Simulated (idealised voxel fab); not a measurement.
Module name: voxel air gaps (process module)
Cross-section cut: width 245 nm, square cells of 5 nm.
Cross-section, as written here: a square-cell grid given band by band from the top down, where a band holds one or more rows of cells. Per band: top height and bottom height in nm, followed by the left-to-right materials and their widths in nm; "edge to edge" marks a single material spanning edge to edge, "empty" marks empty space. Heights are expressed relative to 0, this being the level below which the as-received wafer comprises one material exclusively. The lowest band is unbounded in the downward direction and is denoted as in "top 0, no bottom". Per-row width for "30..40": begins at first number (top row of band), ends at second number (bottom row), increment between rows held constant. "everything unchanged" after a step means that no cell of the cross-section changed. For the entry "Sealed void listing", the listed items are empty spaces with no open way to the top whose size is 8 cells or more; each item follows the pattern width x height at distance, where distance is from the left edge and all three are in nm. Past the settings on a step's line: simulator remark, on that step. The "overlay nm" setting may appear on a step's line; for a step that uses a mask, it gives how far to the right of its planned position the mask lay, and a negative value indicates the left.
-- The planned process steps are enumerated hereunder
- 1: RECEIVE [material Si]
- 2: CONFORMAL_DEP [material SiO2] [thk nm 15]
- 3: CONFORMAL_DEP [material SiN] [thk nm 5]
- 4: DIRECTIONAL_DEP [material lowk] [thk nm 30]
- 5: DIRECTIONAL_DEP [material aC] [thk nm 15]
- 6: PATTERN [tone open] [mask id LINES] [material resist] [width nm 25] [pitch nm 55] [thk nm 30] [overlay nm 0]
- 7: DIRECTIONAL_ETCH [etch materials aC] [depth nm 15]
- 8: STRIP [etch materials resist]
- 9: DIRECTIONAL_ETCH [etch materials lowk] [depth nm 30]
- 10: STRIP [etch materials aC]
- 11: CONFORMAL_DEP [material TiN] [thk nm 5]
- 12: FILL_DEP [material W] [thk nm 10]
- 13: CMP [height nm 50]
- 14: EPI [material Ru] [thk nm 10]
- 15: SELECTIVE_ETCH [etch materials lowk] [depth nm 40]
- 16: CONFORMAL_DEP [material SiN] [thk nm 5]
-- First of two wafers, processed according to plan
-- Cross-sectional view of the wafer in its as-received condition, corresponding to the state after step 1
    top 0, no bottom: Si edge to edge
    Sealed void listing: none
-- Cross-section of the wafer subsequent to step 2
    top 15, bottom 0: SiO2 edge to edge
    For the remainder of the cross-section, below 0, there is no change.
-- Cross-section of the wafer subsequent to step 3
    top 20, bottom 15: SiN edge to edge
    For the remainder of the cross-section, below 15, there is no change.
-- Cross-section of the wafer subsequent to step 4
    top 50, bottom 20: lowk edge to edge
    For the remainder of the cross-section, below 20, there is no change.
-- Cross-section of the wafer subsequent to step 5
    top 65, bottom 50: aC edge to edge
    For the remainder of the cross-section, below 50, there is no change.
-- Cross-section of the wafer subsequent to step 6
    top 95, bottom 65: 55 nm resist / 25 nm empty / 30 nm resist / 25 nm empty / 30 nm resist / 25 nm empty / 55 nm resist
    For the remainder of the cross-section, below 65, there is no change.
-- Cross-section of the wafer subsequent to step 7
    top 80, bottom 65: 55 nm resist / 25 nm empty / 30 nm resist / 25 nm empty / 30 nm resist / 25 nm empty / 55 nm resist
    top 65, bottom 50: 55 nm aC / 25 nm empty / 30 nm aC / 25 nm empty / 30 nm aC / 25 nm empty / 55 nm aC
    For the remainder of the cross-section, below 50, there is no change.
-- Cross-section of the wafer subsequent to step 8
    top 65, bottom 50: 55 nm aC / 25 nm empty / 30 nm aC / 25 nm empty / 30 nm aC / 25 nm empty / 55 nm aC
    For the remainder of the cross-section, below 50, there is no change.
-- Cross-section of the wafer subsequent to step 9
    top 65, bottom 50: 55 nm aC / 25 nm empty / 30 nm aC / 25 nm empty / 30 nm aC / 25 nm empty / 55 nm aC
    top 50, bottom 20: 55 nm lowk / 25 nm empty / 30 nm lowk / 25 nm empty / 30 nm lowk / 25 nm empty / 55 nm lowk
    For the remainder of the cross-section, below 20, there is no change.
-- Cross-section of the wafer subsequent to step 10
    top 50, bottom 20: 55 nm lowk / 25 nm empty / 30 nm lowk / 25 nm empty / 30 nm lowk / 25 nm empty / 55 nm lowk
    For the remainder of the cross-section, below 20, there is no change.
-- Cross-section of the wafer subsequent to step 11
    top 55, bottom 50: 60 nm TiN / 15 nm empty / 40 nm TiN / 15 nm empty / 40 nm TiN / 15 nm empty / 60 nm TiN
    top 50, bottom 25: 55 nm lowk / 5 nm TiN / 15 nm empty / 5 nm TiN / 30 nm lowk / 5 nm TiN / 15 nm empty / 5 nm TiN / 30 nm lowk / 5 nm TiN / 15 nm empty / 5 nm TiN / 55 nm lowk
    top 25, bottom 20: 55 nm lowk / 25 nm TiN / 30 nm lowk / 25 nm TiN / 30 nm lowk / 25 nm TiN / 55 nm lowk
    For the remainder of the cross-section, below 20, there is no change.
-- Cross-section of the wafer subsequent to step 12
    top 65, bottom 55: W edge to edge
    top 55, bottom 50: 60 nm TiN / 15 nm W / 40 nm TiN / 15 nm W / 40 nm TiN / 15 nm W / 60 nm TiN
    top 50, bottom 25: 55 nm lowk / 5 nm TiN / 15 nm W / 5 nm TiN / 30 nm lowk / 5 nm TiN / 15 nm W / 5 nm TiN / 30 nm lowk / 5 nm TiN / 15 nm W / 5 nm TiN / 55 nm lowk
    For the remainder of the cross-section, below 25, there is no change.
-- Cross-section of the wafer subsequent to step 13
    top 50, bottom 25: 55 nm lowk / 5 nm TiN / 15 nm W / 5 nm TiN / 30 nm lowk / 5 nm TiN / 15 nm W / 5 nm TiN / 30 nm lowk / 5 nm TiN / 15 nm W / 5 nm TiN / 55 nm lowk
    For the remainder of the cross-section, below 25, there is no change.
-- Cross-section of the wafer subsequent to step 14
    top 60, bottom 50: 45 nm empty / 45 nm Ru / 10 nm empty / 45 nm Ru / 10 nm empty / 45 nm Ru / 45 nm empty
    For the remainder of the cross-section, below 50, there is no change.
-- Cross-section of the wafer subsequent to step 15
    top 60, bottom 50: 45 nm empty / 45 nm Ru / 10 nm empty / 45 nm Ru / 10 nm empty / 45 nm Ru / 45 nm empty
    top 50, bottom 25: 55 nm empty / 5 nm TiN / 15 nm W / 5 nm TiN / 30 nm empty / 5 nm TiN / 15 nm W / 5 nm TiN / 30 nm empty / 5 nm TiN / 15 nm W / 5 nm TiN / 55 nm empty
    top 25, bottom 20: 55 nm empty / 25 nm TiN / 30 nm empty / 25 nm TiN / 30 nm empty / 25 nm TiN / 55 nm empty
    For the remainder of the cross-section, below 20, there is no change.
-- Cross-section of the wafer subsequent to step 16
    top 65, bottom 60: 40 nm empty / 165 nm SiN / 40 nm empty
    top 60, bottom 50: 40 nm empty / 5 nm SiN / 45 nm Ru / 10 nm SiN / 45 nm Ru / 10 nm SiN / 45 nm Ru / 5 nm SiN / 40 nm empty
    top 50, bottom 45: 40 nm empty / 15 nm SiN / 5 nm TiN / 15 nm W / 5 nm TiN / 30 nm SiN / 5 nm TiN / 15 nm W / 5 nm TiN / 30 nm SiN / 5 nm TiN / 15 nm W / 5 nm TiN / 15 nm SiN / 40 nm empty
    top 45, bottom 25: 50 nm empty / 5 nm SiN / 5 nm TiN / 15 nm W / 5 nm TiN / 5 nm SiN / 20 nm empty / 5 nm SiN / 5 nm TiN / 15 nm W / 5 nm TiN / 5 nm SiN / 20 nm empty / 5 nm SiN / 5 nm TiN / 15 nm W / 5 nm TiN / 5 nm SiN / 50 nm empty
    top 25, bottom 20: 55 nm SiN / 25 nm TiN / 30 nm SiN / 25 nm TiN / 30 nm SiN / 25 nm TiN / 55 nm SiN
    For the remainder of the cross-section, below 20, there is no change.
    Sealed void listing: 20 x 20 at 85; 20 x 20 at 140
-- Wafer two of two - same starting point, same process plan, one mistake in execution; matches wafer one up to and including step 5
-- Second wafer cross-section, taken as of the time the plan sets for step 6 to be done
    top 95, bottom 65: 60 nm resist / 15 nm empty / 40 nm resist / 15 nm empty / 40 nm resist / 15 nm empty / 60 nm resist
    For the remainder of the cross-section, below 65, there is no change.
-- Second wafer cross-section, taken as of the time the plan sets for step 7 to be done
    top 80, bottom 65: 60 nm resist / 15 nm empty / 40 nm resist / 15 nm empty / 40 nm resist / 15 nm empty / 60 nm resist
    top 65, bottom 50: 60 nm aC / 15 nm empty / 40 nm aC / 15 nm empty / 40 nm aC / 15 nm empty / 60 nm aC
    For the remainder of the cross-section, below 50, there is no change.
-- Second wafer cross-section, taken as of the time the plan sets for step 8 to be done
    top 65, bottom 50: 60 nm aC / 15 nm empty / 40 nm aC / 15 nm empty / 40 nm aC / 15 nm empty / 60 nm aC
    For the remainder of the cross-section, below 50, there is no change.
-- Second wafer cross-section, taken as of the time the plan sets for step 9 to be done
    top 65, bottom 50: 60 nm aC / 15 nm empty / 40 nm aC / 15 nm empty / 40 nm aC / 15 nm empty / 60 nm aC
    top 50, bottom 20: 60 nm lowk / 15 nm empty / 40 nm lowk / 15 nm empty / 40 nm lowk / 15 nm empty / 60 nm lowk
    For the remainder of the cross-section, below 20, there is no change.
-- Second wafer cross-section, taken as of the time the plan sets for step 10 to be done
    top 50, bottom 20: 60 nm lowk / 15 nm empty / 40 nm lowk / 15 nm empty / 40 nm lowk / 15 nm empty / 60 nm lowk
    For the remainder of the cross-section, below 20, there is no change.
-- Second wafer cross-section, taken as of the time the plan sets for step 11 to be done
    top 55, bottom 50: 65 nm TiN / 5 nm empty / 50 nm TiN / 5 nm empty / 50 nm TiN / 5 nm empty / 65 nm TiN
    top 50, bottom 25: 60 nm lowk / 5 nm TiN / 5 nm empty / 5 nm TiN / 40 nm lowk / 5 nm TiN / 5 nm empty / 5 nm TiN / 40 nm lowk / 5 nm TiN / 5 nm empty / 5 nm TiN / 60 nm lowk
    top 25, bottom 20: 60 nm lowk / 15 nm TiN / 40 nm lowk / 15 nm TiN / 40 nm lowk / 15 nm TiN / 60 nm lowk
    For the remainder of the cross-section, below 20, there is no change.
-- Second wafer cross-section, taken as of the time the plan sets for step 12 to be done
    top 65, bottom 55: W edge to edge
    top 55, bottom 50: 65 nm TiN / 5 nm W / 50 nm TiN / 5 nm W / 50 nm TiN / 5 nm W / 65 nm TiN
    top 50, bottom 25: 60 nm lowk / 5 nm TiN / 5 nm W / 5 nm TiN / 40 nm lowk / 5 nm TiN / 5 nm W / 5 nm TiN / 40 nm lowk / 5 nm TiN / 5 nm W / 5 nm TiN / 60 nm lowk
    For the remainder of the cross-section, below 25, there is no change.
-- Second wafer cross-section, taken as of the time the plan sets for step 13 to be done
    top 50, bottom 25: 60 nm lowk / 5 nm TiN / 5 nm W / 5 nm TiN / 40 nm lowk / 5 nm TiN / 5 nm W / 5 nm TiN / 40 nm lowk / 5 nm TiN / 5 nm W / 5 nm TiN / 60 nm lowk
    For the remainder of the cross-section, below 25, there is no change.
-- Second wafer cross-section, taken as of the time the plan sets for step 14 to be done
    top 60, bottom 50: 50 nm empty / 35 nm Ru / 20 nm empty / 35 nm Ru / 20 nm empty / 35 nm Ru / 50 nm empty
    For the remainder of the cross-section, below 50, there is no change.
-- Second wafer cross-section, taken as of the time the plan sets for step 15 to be done
    top 60, bottom 50: 50 nm empty / 35 nm Ru / 20 nm empty / 35 nm Ru / 20 nm empty / 35 nm Ru / 50 nm empty
    top 50, bottom 25: 60 nm empty / 5 nm TiN / 5 nm W / 5 nm TiN / 40 nm empty / 5 nm TiN / 5 nm W / 5 nm TiN / 40 nm empty / 5 nm TiN / 5 nm W / 5 nm TiN / 60 nm empty
    top 25, bottom 20: 60 nm empty / 15 nm TiN / 40 nm empty / 15 nm TiN / 40 nm empty / 15 nm TiN / 60 nm empty
    For the remainder of the cross-section, below 20, there is no change.
-- Second wafer cross-section, taken as of the time the plan sets for step 16 to be done
    top 65, bottom 60: 45 nm empty / 45 nm SiN / 10 nm empty / 45 nm SiN / 10 nm empty / 45 nm SiN / 45 nm empty
    top 60, bottom 50: 45 nm empty / 5 nm SiN / 35 nm Ru / 5 nm SiN / 10 nm empty / 5 nm SiN / 35 nm Ru / 5 nm SiN / 10 nm empty / 5 nm SiN / 35 nm Ru / 5 nm SiN / 45 nm empty
    top 50, bottom 45: 45 nm empty / 15 nm SiN / 5 nm TiN / 5 nm W / 5 nm TiN / 15 nm SiN / 10 nm empty / 15 nm SiN / 5 nm TiN / 5 nm W / 5 nm TiN / 15 nm SiN / 10 nm empty / 15 nm SiN / 5 nm TiN / 5 nm W / 5 nm TiN / 15 nm SiN / 45 nm empty
    top 45, bottom 25: 55 nm empty / 5 nm SiN / 5 nm TiN / 5 nm W / 5 nm TiN / 5 nm SiN / 30 nm empty / 5 nm SiN / 5 nm TiN / 5 nm W / 5 nm TiN / 5 nm SiN / 30 nm empty / 5 nm SiN / 5 nm TiN / 5 nm W / 5 nm TiN / 5 nm SiN / 55 nm empty
    top 25, bottom 20: 60 nm SiN / 15 nm TiN / 40 nm SiN / 15 nm TiN / 40 nm SiN / 15 nm TiN / 60 nm SiN
    For the remainder of the cross-section, below 20, there is no change.
So what did we get wrong on this run? planned and actual differ for step 6; actual: PATTERN [tone open] [mask id LINES] [material resist] [width nm 15] [pitch nm 55] [thk nm 30] [overlay nm 0]
Final difference in cells, second wafer against first, listed per material as more or fewer: Ru: 12 fewer; TiN: 6 fewer; W: 30 fewer
End state: 2 closed voids on the first wafer, 0 on the second.
